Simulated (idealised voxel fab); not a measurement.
Proc. module: voxel wiring stack
Section cut is 215 nm wide and gridded with 5 nm square cells.
Cross-section = grid of square cells, listed top down in bands; band = one or more rows. Look at the band entry: it leads with the top's height and the bottom's height in nm. Then it lists the materials left to right, with a width in nm for each. The word "edge to edge" on a single material says that material fills the band edge to edge. The word "blank" is empty space. Height 0 is the level under which the wafer as received is all one material. The lowest band goes on downwards, as in "z 0 and below". Width "30 to 40": first value at the band's top row of cells, second value at its bottom row, equal change from row to row. Any step labelled "left unchanged" changed none of the cells in the cross-section. Each empty space that has no open way to the top and spans at least 8 cells appears under "Closed void entries" as width x height at distance, the distance counted from the left edge, all in nm. Read whatever lies past the settings on a step's line as the simulator's own remark about the step. Each step line may optionally specify "overlay nm", which for a step with a mask gives the rightward distance between the mask's planned place and where it lay, a negative value indicating the leftward direction.
Below is the list of planned process steps:
- 1: op RECEIVE | material Si
- 2: op CONFORMAL_DEP | material SiO2 | thk nm 15
- 3: op CONFORMAL_DEP | material SiCN | thk nm 5
- 4: op DIRECTIONAL_DEP | material SiO2 | thk nm 25
- 5: op PATTERN | tone open | mask id METAL_1 | material resist | width nm 20 | pitch nm 45 | thk nm 15 | overlay nm 0
- 6: op DIRECTIONAL_ETCH | etch materials SiO2 | depth nm 25
- 7: op DIRECTIONAL_ETCH | etch materials SiCN | depth nm 5
- 8: op STRIP | etch materials resist
- 9: op CONFORMAL_DEP | material TiN | thk nm 5
- 10: op FILL_DEP | material W | thk nm 10
- 11: op CMP | height nm 45
- 12: op CONFORMAL_DEP | material SiCN | thk nm 5
- 13: op DIRECTIONAL_DEP | material lowk | thk nm 10
- 14: op PATTERN | tone open | mask id PLUG_1 | material resist | width nm 15 | pitch nm 90 | thk nm 20 | overlay nm 0
- 15: op DIRECTIONAL_ETCH | etch materials lowk | depth nm 10
- 16: op DIRECTIONAL_ETCH | etch materials SiCN | depth nm 5
- 17: op STRIP | etch materials resist
- 18: op CONFORMAL_DEP | material TiN | thk nm 5
- 19: op FILL_DEP | material Cu | thk nm 5
- 20: op CMP | height nm 60
- 21: op CONFORMAL_DEP | material SiCN | thk nm 5
- 22: op DIRECTIONAL_DEP | material lowk | thk nm 20
- 23: op DIRECTIONAL_DEP | material aC | thk nm 15
- 24: op PATTERN | tone open | mask id METAL_2 | material resist | width nm 20 | pitch nm 45 | thk nm 30 | overlay nm 0
- 25: op DIRECTIONAL_ETCH | etch materials aC | depth nm 15
- 26: op STRIP | etch materials resist
- 27: op DIRECTIONAL_ETCH | etch materials lowk | depth nm 20
- 28: op DIRECTIONAL_ETCH | etch materials SiCN | depth nm 5
- 29: op STRIP | etch materials aC
- 30: op CONFORMAL_DEP | material TiN | thk nm 5
- 31: op FILL_DEP | material Ru | thk nm 10
- 32: op CMP | height nm 85
- 33: op CONFORMAL_DEP | material SiCN | thk nm 5
- 34: op DIRECTIONAL_DEP | material SiO2 | thk nm 30
- 35: op PATTERN | tone open | mask id METAL_3 | material resist | width nm 20 | pitch nm 45 | thk nm 20 | overlay nm 0
- 36: op DIRECTIONAL_ETCH | etch materials SiO2 | depth nm 20
- 37: op STRIP | etch materials resist
- 38: op MASKED_ETCH | tone open | mask id METAL_3_HOLES | width nm 15 | pitch nm 90 | etch materials SiO2 | depth nm 10 | overlay nm 0
- 39: op MASKED_ETCH | tone open | mask id METAL_3_HOLES | width nm 15 | pitch nm 90 | etch materials SiCN | depth nm 5 | overlay nm 0
- 40: op CONFORMAL_DEP | material TiN | thk nm 5
- 41: op FILL_DEP | material Cu | thk nm 5
- 42: op CMP | height nm 120
- 43: op CONFORMAL_DEP | material SiCN | thk nm 5
First of two wafers, processed according to plan:
As received (post step 1): cross-section:
* z 0 and below | Si edge to edge
* Closed void entries: none
Take a look at the wafer's cross-section after step 2:
* z 15 to 0 | SiO2 edge to edge
* Under 0: no change, same as before.
Take a look at the wafer's cross-section after step 3:
* z 20 to 15 | SiCN edge to edge
* Under 15: no change, same as before.
Take a look at the wafer's cross-section after step 4:
* z 45 to 20 | SiO2 edge to edge
* Under 20: no change, same as before.
Take a look at the wafer's cross-section after step 5:
* z 60 to 45 | resist 50 nm; blank 20 nm; resist 25 nm; blank 20 nm; resist 25 nm; blank 20 nm; resist 55 nm
* Under 45: no change, same as before.
Take a look at the wafer's cross-section after step 6:
* z 60 to 45 | resist 50 nm; blank 20 nm; resist 25 nm; blank 20 nm; resist 25 nm; blank 20 nm; resist 55 nm
* z 45 to 20 | SiO2 50 nm; blank 20 nm; SiO2 25 nm; blank 20 nm; SiO2 25 nm; blank 20 nm; SiO2 55 nm
* Under 20: no change, same as before.
Take a look at the wafer's cross-section after step 7:
* z 60 to 45 | resist 50 nm; blank 20 nm; resist 25 nm; blank 20 nm; resist 25 nm; blank 20 nm; resist 55 nm
* z 45 to 20 | SiO2 50 nm; blank 20 nm; SiO2 25 nm; blank 20 nm; SiO2 25 nm; blank 20 nm; SiO2 55 nm
* z 20 to 15 | SiCN 50 nm; blank 20 nm; SiCN 25 nm; blank 20 nm; SiCN 25 nm; blank 20 nm; SiCN 55 nm
* Under 15: no change, same as before.
Take a look at the wafer's cross-section after step 8:
* z 45 to 20 | SiO2 50 nm; blank 20 nm; SiO2 25 nm; blank 20 nm; SiO2 25 nm; blank 20 nm; SiO2 55 nm
* Under 20: no change, same as before.
Take a look at the wafer's cross-section after step 9:
* z 50 to 45 | TiN 55 nm; blank 10 nm; TiN 35 nm; blank 10 nm; TiN 35 nm; blank 10 nm; TiN 60 nm
* z 45 to 20 | SiO2 50 nm; TiN 5 nm; blank 10 nm; TiN 5 nm; SiO2 25 nm; TiN 5 nm; blank 10 nm; TiN 5 nm; SiO2 25 nm; TiN 5 nm; blank 10 nm; TiN 5 nm; SiO2 55 nm
* z 20 to 15 | SiCN 50 nm; TiN 20 nm; SiCN 25 nm; TiN 20 nm; SiCN 25 nm; TiN 20 nm; SiCN 55 nm
* Under 15: no change, same as before.
Take a look at the wafer's cross-section after step 10:
* z 60 to 50 | W edge to edge
* z 50 to 45 | TiN 55 nm; W 10 nm; TiN 35 nm; W 10 nm; TiN 35 nm; W 10 nm; TiN 60 nm
* z 45 to 20 | SiO2 50 nm; TiN 5 nm; W 10 nm; TiN 5 nm; SiO2 25 nm; TiN 5 nm; W 10 nm; TiN 5 nm; SiO2 25 nm; TiN 5 nm; W 10 nm; TiN 5 nm; SiO2 55 nm
* Under 20: no change, same as before.
Take a look at the wafer's cross-section after step 11:
* z 45 to 20 | SiO2 50 nm; TiN 5 nm; W 10 nm; TiN 5 nm; SiO2 25 nm; TiN 5 nm; W 10 nm; TiN 5 nm; SiO2 25 nm; TiN 5 nm; W 10 nm; TiN 5 nm; SiO2 55 nm
* Under 20: no change, same as before.
Take a look at the wafer's cross-section after step 12:
* z 50 to 45 | SiCN edge to edge
* Under 45: no change, same as before.
Take a look at the wafer's cross-section after step 13:
* z 60 to 50 | lowk edge to edge
* Under 50: no change, same as before.
Take a look at the wafer's cross-section after step 14:
* z 80 to 60 | resist 50 nm; blank 15 nm; resist 75 nm; blank 15 nm; resist 60 nm
* Under 60: no change, same as before.
Take a look at the wafer's cross-section after step 15:
* z 80 to 60 | resist 50 nm; blank 15 nm; resist 75 nm; blank 15 nm; resist 60 nm
* z 60 to 50 | lowk 50 nm; blank 15 nm; lowk 75 nm; blank 15 nm; lowk 60 nm
* Under 50: no change, same as before.
Take a look at the wafer's cross-section after step 16:
* z 80 to 60 | resist 50 nm; blank 15 nm; resist 75 nm; blank 15 nm; resist 60 nm
* z 60 to 50 | lowk 50 nm; blank 15 nm; lowk 75 nm; blank 15 nm; lowk 60 nm
* z 50 to 45 | SiCN 50 nm; blank 15 nm; SiCN 75 nm; blank 15 nm; SiCN 60 nm
* Under 45: no change, same as before.
Take a look at the wafer's cross-section after step 17:
* z 60 to 50 | lowk 50 nm; blank 15 nm; lowk 75 nm; blank 15 nm; lowk 60 nm
* Under 50: no change, same as before.
Take a look at the wafer's cross-section after step 18:
* z 65 to 60 | TiN 55 nm; blank 5 nm; TiN 85 nm; blank 5 nm; TiN 65 nm
* z 60 to 50 | lowk 50 nm; TiN 5 nm; blank 5 nm; TiN 5 nm; lowk 75 nm; TiN 5 nm; blank 5 nm; TiN 5 nm; lowk 60 nm
* z 50 to 45 | SiCN 50 nm; TiN 15 nm; SiCN 75 nm; TiN 15 nm; SiCN 60 nm
* Under 45: no change, same as before.
Take a look at the wafer's cross-section after step 19:
* z 70 to 65 | Cu edge to edge
* z 65 to 60 | TiN 55 nm; Cu 5 nm; TiN 85 nm; Cu 5 nm; TiN 65 nm
* z 60 to 50 | lowk 50 nm; TiN 5 nm; Cu 5 nm; TiN 5 nm; lowk 75 nm; TiN 5 nm; Cu 5 nm; TiN 5 nm; lowk 60 nm
* Under 50: no change, same as before.
Take a look at the wafer's cross-section after step 20:
* z 60 to 50 | lowk 50 nm; TiN 5 nm; Cu 5 nm; TiN 5 nm; lowk 75 nm; TiN 5 nm; Cu 5 nm; TiN 5 nm; lowk 60 nm
* Under 50: no change, same as before.
Take a look at the wafer's cross-section after step 21:
* z 65 to 60 | SiCN edge to edge
* Under 60: no change, same as before.
Take a look at the wafer's cross-section after step 22:
* z 85 to 65 | lowk edge to edge
* Under 65: no change, same as before.
Take a look at the wafer's cross-section after step 23:
* z 100 to 85 | aC edge to edge
* Under 85: no change, same as before.
Take a look at the wafer's cross-section after step 24:
* z 130 to 100 | resist 50 nm; blank 20 nm; resist 25 nm; blank 20 nm; resist 25 nm; blank 20 nm; resist 55 nm
* Under 100: no change, same as before.
Take a look at the wafer's cross-section after step 25:
* z 115 to 100 | resist 50 nm; blank 20 nm; resist 25 nm; blank 20 nm; resist 25 nm; blank 20 nm; resist 55 nm
* z 100 to 85 | aC 50 nm; blank 20 nm; aC 25 nm; blank 20 nm; aC 25 nm; blank 20 nm; aC 55 nm
* Under 85: no change, same as before.
Take a look at the wafer's cross-section after step 26:
* z 100 to 85 | aC 50 nm; blank 20 nm; aC 25 nm; blank 20 nm; aC 25 nm; blank 20 nm; aC 55 nm
* Under 85: no change, same as before.
Take a look at the wafer's cross-section after step 27:
* z 100 to 85 | aC 50 nm; blank 20 nm; aC 25 nm; blank 20 nm; aC 25 nm; blank 20 nm; aC 55 nm
* z 85 to 65 | lowk 50 nm; blank 20 nm; lowk 25 nm; blank 20 nm; lowk 25 nm; blank 20 nm; lowk 55 nm
* Under 65: no change, same as before.
Take a look at the wafer's cross-section after step 28:
* z 100 to 85 | aC 50 nm; blank 20 nm; aC 25 nm; blank 20 nm; aC 25 nm; blank 20 nm; aC 55 nm
* z 85 to 65 | lowk 50 nm; blank 20 nm; lowk 25 nm; blank 20 nm; lowk 25 nm; blank 20 nm; lowk 55 nm
* z 65 to 60 | SiCN 50 nm; blank 20 nm; SiCN 25 nm; blank 20 nm; SiCN 25 nm; blank 20 nm; SiCN 55 nm
* Under 60: no change, same as before.
Take a look at the wafer's cross-section after step 29:
* z 85 to 65 | lowk 50 nm; blank 20 nm; lowk 25 nm; blank 20 nm; lowk 25 nm; blank 20 nm; lowk 55 nm
* Under 65: no change, same as before.
Take a look at the wafer's cross-section after step 30:
* z 90 to 85 | TiN 55 nm; blank 10 nm; TiN 35 nm; blank 10 nm; TiN 35 nm; blank 10 nm; TiN 60 nm
* z 85 to 65 | lowk 50 nm; TiN 5 nm; blank 10 nm; TiN 5 nm; lowk 25 nm; TiN 5 nm; blank 10 nm; TiN 5 nm; lowk 25 nm; TiN 5 nm; blank 10 nm; TiN 5 nm; lowk 55 nm
* z 65 to 60 | SiCN 50 nm; TiN 20 nm; SiCN 25 nm; TiN 20 nm; SiCN 25 nm; TiN 20 nm; SiCN 55 nm
* Under 60: no change, same as before.
Take a look at the wafer's cross-section after step 31:
* z 100 to 90 | Ru edge to edge
* z 90 to 85 | TiN 55 nm; Ru 10 nm; TiN 35 nm; Ru 10 nm; TiN 35 nm; Ru 10 nm; TiN 60 nm
* z 85 to 65 | lowk 50 nm; TiN 5 nm; Ru 10 nm; TiN 5 nm; lowk 25 nm; TiN 5 nm; Ru 10 nm; TiN 5 nm; lowk 25 nm; TiN 5 nm; Ru 10 nm; TiN 5 nm; lowk 55 nm
* Under 65: no change, same as before.
Take a look at the wafer's cross-section after step 32:
* z 85 to 65 | lowk 50 nm; TiN 5 nm; Ru 10 nm; TiN 5 nm; lowk 25 nm; TiN 5 nm; Ru 10 nm; TiN 5 nm; lowk 25 nm; TiN 5 nm; Ru 10 nm; TiN 5 nm; lowk 55 nm
* Under 65: no change, same as before.
Take a look at the wafer's cross-section after step 33:
* z 90 to 85 | SiCN edge to edge
* Under 85: no change, same as before.
Take a look at the wafer's cross-section after step 34:
* z 120 to 90 | SiO2 edge to edge
* Under 90: no change, same as before.
Take a look at the wafer's cross-section after step 35:
* z 140 to 120 | resist 50 nm; blank 20 nm; resist 25 nm; blank 20 nm; resist 25 nm; blank 20 nm; resist 55 nm
* Under 120: no change, same as before.
Take a look at the wafer's cross-section after step 36:
* z 140 to 120 | resist 50 nm; blank 20 nm; resist 25 nm; blank 20 nm; resist 25 nm; blank 20 nm; resist 55 nm
* z 120 to 100 | SiO2 50 nm; blank 20 nm; SiO2 25 nm; blank 20 nm; SiO2 25 nm; blank 20 nm; SiO2 55 nm
* Under 100: no change, same as before.
Take a look at the wafer's cross-section after step 37:
* z 120 to 100 | SiO2 50 nm; blank 20 nm; SiO2 25 nm; blank 20 nm; SiO2 25 nm; blank 20 nm; SiO2 55 nm
* Under 100: no change, same as before.
Take a look at the wafer's cross-section after step 38:
* z 120 to 100 | SiO2 50 nm; blank 20 nm; SiO2 25 nm; blank 20 nm; SiO2 25 nm; blank 20 nm; SiO2 55 nm
* z 100 to 90 | SiO2 50 nm; blank 15 nm; SiO2 75 nm; blank 15 nm; SiO2 60 nm
* Under 90: no change, same as before.
Take a look at the wafer's cross-section after step 39:
* z 120 to 100 | SiO2 50 nm; blank 20 nm; SiO2 25 nm; blank 20 nm; SiO2 25 nm; blank 20 nm; SiO2 55 nm
* z 100 to 90 | SiO2 50 nm; blank 15 nm; SiO2 75 nm; blank 15 nm; SiO2 60 nm
* z 90 to 85 | SiCN 50 nm; blank 15 nm; SiCN 75 nm; blank 15 nm; SiCN 60 nm
* Under 85: no change, same as before.
Take a look at the wafer's cross-section after step 40:
* z 125 to 120 | TiN 55 nm; blank 10 nm; TiN 35 nm; blank 10 nm; TiN 35 nm; blank 10 nm; TiN 60 nm
* z 120 to 105 | SiO2 50 nm; TiN 5 nm; blank 10 nm; TiN 5 nm; SiO2 25 nm; TiN 5 nm; blank 10 nm; TiN 5 nm; SiO2 25 nm; TiN 5 nm; blank 10 nm; TiN 5 nm; SiO2 55 nm
* z 105 to 100 | SiO2 50 nm; TiN 5 nm; blank 5 nm; TiN 10 nm; SiO2 25 nm; TiN 20 nm; SiO2 25 nm; TiN 5 nm; blank 5 nm; TiN 10 nm; SiO2 55 nm
* z 100 to 90 | SiO2 50 nm; TiN 5 nm; blank 5 nm; TiN 5 nm; SiO2 75 nm; TiN 5 nm; blank 5 nm; TiN 5 nm; SiO2 60 nm
* z 90 to 85 | SiCN 50 nm; TiN 15 nm; SiCN 75 nm; TiN 15 nm; SiCN 60 nm
* Under 85: no change, same as before.
Take a look at the wafer's cross-section after step 41:
* z 130 to 125 | Cu edge to edge
* z 125 to 120 | TiN 55 nm; Cu 10 nm; TiN 35 nm; Cu 10 nm; TiN 35 nm; Cu 10 nm; TiN 60 nm
* z 120 to 105 | SiO2 50 nm; TiN 5 nm; Cu 10 nm; TiN 5 nm; SiO2 25 nm; TiN 5 nm; Cu 10 nm; TiN 5 nm; SiO2 25 nm; TiN 5 nm; Cu 10 nm; TiN 5 nm; SiO2 55 nm
* z 105 to 100 | SiO2 50 nm; TiN 5 nm; Cu 5 nm; TiN 10 nm; SiO2 25 nm; TiN 20 nm; SiO2 25 nm; TiN 5 nm; Cu 5 nm; TiN 10 nm; SiO2 55 nm
* z 100 to 90 | SiO2 50 nm; TiN 5 nm; Cu 5 nm; TiN 5 nm; SiO2 75 nm; TiN 5 nm; Cu 5 nm; TiN 5 nm; SiO2 60 nm
* Under 90: no change, same as before.
Take a look at the wafer's cross-section after step 42:
* z 120 to 105 | SiO2 50 nm; TiN 5 nm; Cu 10 nm; TiN 5 nm; SiO2 25 nm; TiN 5 nm; Cu 10 nm; TiN 5 nm; SiO2 25 nm; TiN 5 nm; Cu 10 nm; TiN 5 nm; SiO2 55 nm
* Under 105: no change, same as before.
Take a look at the wafer's cross-section after step 43:
* z 125 to 120 | SiCN edge to edge
* Under 120: no change, same as before.
Second of two: same start, same plan, one run error; steps up to and including 23 match the first:
Look at the second wafer in cross-section at the time step 24 ought to have finished:
* z 130 to 100 | blank 50 nm; resist 20 nm; blank 25 nm; resist 20 nm; blank 25 nm; resist 20 nm; blank 55 nm
* Under 100: no change, same as before.
Look at the second wafer in cross-section at the time step 25 ought to have finished:
* z 115 to 100 | blank 50 nm; resist 20 nm; blank 25 nm; resist 20 nm; blank 25 nm; resist 20 nm; blank 55 nm
* z 100 to 85 | blank 50 nm; aC 20 nm; blank 25 nm; aC 20 nm; blank 25 nm; aC 20 nm; blank 55 nm
* Under 85: no change, same as before.
Look at the second wafer in cross-section at the time step 26 ought to have finished:
* z 100 to 85 | blank 50 nm; aC 20 nm; blank 25 nm; aC 20 nm; blank 25 nm; aC 20 nm; blank 55 nm
* Under 85: no change, same as before.
Look at the second wafer in cross-section at the time step 27 ought to have finished:
* z 100 to 85 | blank 50 nm; aC 20 nm; blank 25 nm; aC 20 nm; blank 25 nm; aC 20 nm; blank 55 nm
* z 85 to 65 | blank 50 nm; lowk 20 nm; blank 25 nm; lowk 20 nm; blank 25 nm; lowk 20 nm; blank 55 nm
* Under 65: no change, same as before.
Look at the second wafer in cross-section at the time step 28 ought to have finished:
* z 100 to 85 | blank 50 nm; aC 20 nm; blank 25 nm; aC 20 nm; blank 25 nm; aC 20 nm; blank 55 nm
* z 85 to 65 | blank 50 nm; lowk 20 nm; blank 25 nm; lowk 20 nm; blank 25 nm; lowk 20 nm; blank 55 nm
* z 65 to 60 | blank 50 nm; SiCN 20 nm; blank 25 nm; SiCN 20 nm; blank 25 nm; SiCN 20 nm; blank 55 nm
* Under 60: no change, same as before.
Look at the second wafer in cross-section at the time step 29 ought to have finished:
* z 85 to 65 | blank 50 nm; lowk 20 nm; blank 25 nm; lowk 20 nm; blank 25 nm; lowk 20 nm; blank 55 nm
* Under 65: no change, same as before.
Look at the second wafer in cross-section at the time step 30 ought to have finished:
* z 90 to 85 | blank 45 nm; TiN 30 nm; blank 15 nm; TiN 30 nm; blank 15 nm; TiN 30 nm; blank 50 nm
* z 85 to 65 | blank 45 nm; TiN 5 nm; lowk 20 nm; TiN 5 nm; blank 15 nm; TiN 5 nm; lowk 20 nm; TiN 5 nm; blank 15 nm; TiN 5 nm; lowk 20 nm; TiN 5 nm; blank 50 nm
* z 65 to 60 | TiN 50 nm; SiCN 20 nm; TiN 25 nm; SiCN 20 nm; TiN 25 nm; SiCN 20 nm; TiN 55 nm
* Under 60: no change, same as before.
Look at the second wafer in cross-section at the time step 31 ought to have finished:
* z 100 to 90 | Ru edge to edge
* z 90 to 85 | Ru 45 nm; TiN 30 nm; Ru 15 nm; TiN 30 nm; Ru 15 nm; TiN 30 nm; Ru 50 nm
* z 85 to 65 | Ru 45 nm; TiN 5 nm; lowk 20 nm; TiN 5 nm; Ru 15 nm; TiN 5 nm; lowk 20 nm; TiN 5 nm; Ru 15 nm; TiN 5 nm; lowk 20 nm; TiN 5 nm; Ru 50 nm
* Under 65: no change, same as before.
Look at the second wafer in cross-section at the time step 32 ought to have finished:
* z 85 to 65 | Ru 45 nm; TiN 5 nm; lowk 20 nm; TiN 5 nm; Ru 15 nm; TiN 5 nm; lowk 20 nm; TiN 5 nm; Ru 15 nm; TiN 5 nm; lowk 20 nm; TiN 5 nm; Ru 50 nm
* Under 65: no change, same as before.
Look at the second wafer in cross-section at the time step 33 ought to have finished:
* z 90 to 85 | SiCN edge to edge
* Under 85: no change, same as before.
Look at the second wafer in cross-section at the time step 34 ought to have finished:
* z 120 to 90 | SiO2 edge to edge
* Under 90: no change, same as before.
Look at the second wafer in cross-section at the time step 35 ought to have finished:
* z 140 to 120 | resist 50 nm; blank 20 nm; resist 25 nm; blank 20 nm; resist 25 nm; blank 20 nm; resist 55 nm
* Under 120: no change, same as before.
Look at the second wafer in cross-section at the time step 36 ought to have finished:
* z 140 to 120 | resist 50 nm; blank 20 nm; resist 25 nm; blank 20 nm; resist 25 nm; blank 20 nm; resist 55 nm
* z 120 to 100 | SiO2 50 nm; blank 20 nm; SiO2 25 nm; blank 20 nm; SiO2 25 nm; blank 20 nm; SiO2 55 nm
* Under 100: no change, same as before.
Look at the second wafer in cross-section at the time step 37 ought to have finished:
* z 120 to 100 | SiO2 50 nm; blank 20 nm; SiO2 25 nm; blank 20 nm; SiO2 25 nm; blank 20 nm; SiO2 55 nm
* Under 100: no change, same as before.
Look at the second wafer in cross-section at the time step 38 ought to have finished:
* z 120 to 100 | SiO2 50 nm; blank 20 nm; SiO2 25 nm; blank 20 nm; SiO2 25 nm; blank 20 nm; SiO2 55 nm
* z 100 to 90 | SiO2 50 nm; blank 15 nm; SiO2 75 nm; blank 15 nm; SiO2 60 nm
* Under 90: no change, same as before.
Look at the second wafer in cross-section at the time step 39 ought to have finished:
* z 120 to 100 | SiO2 50 nm; blank 20 nm; SiO2 25 nm; blank 20 nm; SiO2 25 nm; blank 20 nm; SiO2 55 nm
* z 100 to 90 | SiO2 50 nm; blank 15 nm; SiO2 75 nm; blank 15 nm; SiO2 60 nm
* z 90 to 85 | SiCN 50 nm; blank 15 nm; SiCN 75 nm; blank 15 nm; SiCN 60 nm
* Under 85: no change, same as before.
Look at the second wafer in cross-section at the time step 40 ought to have finished:
* z 125 to 120 | TiN 55 nm; blank 10 nm; TiN 35 nm; blank 10 nm; TiN 35 nm; blank 10 nm; TiN 60 nm
* z 120 to 105 | SiO2 50 nm; TiN 5 nm; blank 10 nm; TiN 5 nm; SiO2 25 nm; TiN 5 nm; blank 10 nm; TiN 5 nm; SiO2 25 nm; TiN 5 nm; blank 10 nm; TiN 5 nm; SiO2 55 nm
* z 105 to 100 | SiO2 50 nm; TiN 5 nm; blank 5 nm; TiN 10 nm; SiO2 25 nm; TiN 20 nm; SiO2 25 nm; TiN 5 nm; blank 5 nm; TiN 10 nm; SiO2 55 nm
* z 100 to 90 | SiO2 50 nm; TiN 5 nm; blank 5 nm; TiN 5 nm; SiO2 75 nm; TiN 5 nm; blank 5 nm; TiN 5 nm; SiO2 60 nm
* z 90 to 85 | SiCN 50 nm; TiN 15 nm; SiCN 75 nm; TiN 15 nm; SiCN 60 nm
* Under 85: no change, same as before.
Look at the second wafer in cross-section at the time step 41 ought to have finished:
* z 130 to 125 | Cu edge to edge
* z 125 to 120 | TiN 55 nm; Cu 10 nm; TiN 35 nm; Cu 10 nm; TiN 35 nm; Cu 10 nm; TiN 60 nm
* z 120 to 105 | SiO2 50 nm; TiN 5 nm; Cu 10 nm; TiN 5 nm; SiO2 25 nm; TiN 5 nm; Cu 10 nm; TiN 5 nm; SiO2 25 nm; TiN 5 nm; Cu 10 nm; TiN 5 nm; SiO2 55 nm
* z 105 to 100 | SiO2 50 nm; TiN 5 nm; Cu 5 nm; TiN 10 nm; SiO2 25 nm; TiN 20 nm; SiO2 25 nm; TiN 5 nm; Cu 5 nm; TiN 10 nm; SiO2 55 nm
* z 100 to 90 | SiO2 50 nm; TiN 5 nm; Cu 5 nm; TiN 5 nm; SiO2 75 nm; TiN 5 nm; Cu 5 nm; TiN 5 nm; SiO2 60 nm
* Under 90: no change, same as before.
Look at the second wafer in cross-section at the time step 42 ought to have finished:
* z 120 to 105 | SiO2 50 nm; TiN 5 nm; Cu 10 nm; TiN 5 nm; SiO2 25 nm; TiN 5 nm; Cu 10 nm; TiN 5 nm; SiO2 25 nm; TiN 5 nm; Cu 10 nm; TiN 5 nm; SiO2 55 nm
* Under 105: no change, same as before.
Look at the second wafer in cross-section at the time step 43 ought to have finished:
* z 125 to 120 | SiCN edge to edge
* Under 120: no change, same as before.
The mistake made against the process plan was this: step 24 off recipe, ran as op PATTERN | tone cover | mask id METAL_2 | material resist | width nm 20 | pitch nm 45 | thk nm 30 | overlay nm 0
Heads up, by the end the second wafer has more or fewer cells of some materials compared to the first: 76 more of Ru; 19 fewer of SiCN; 19 more of TiN; 76 fewer of lowk
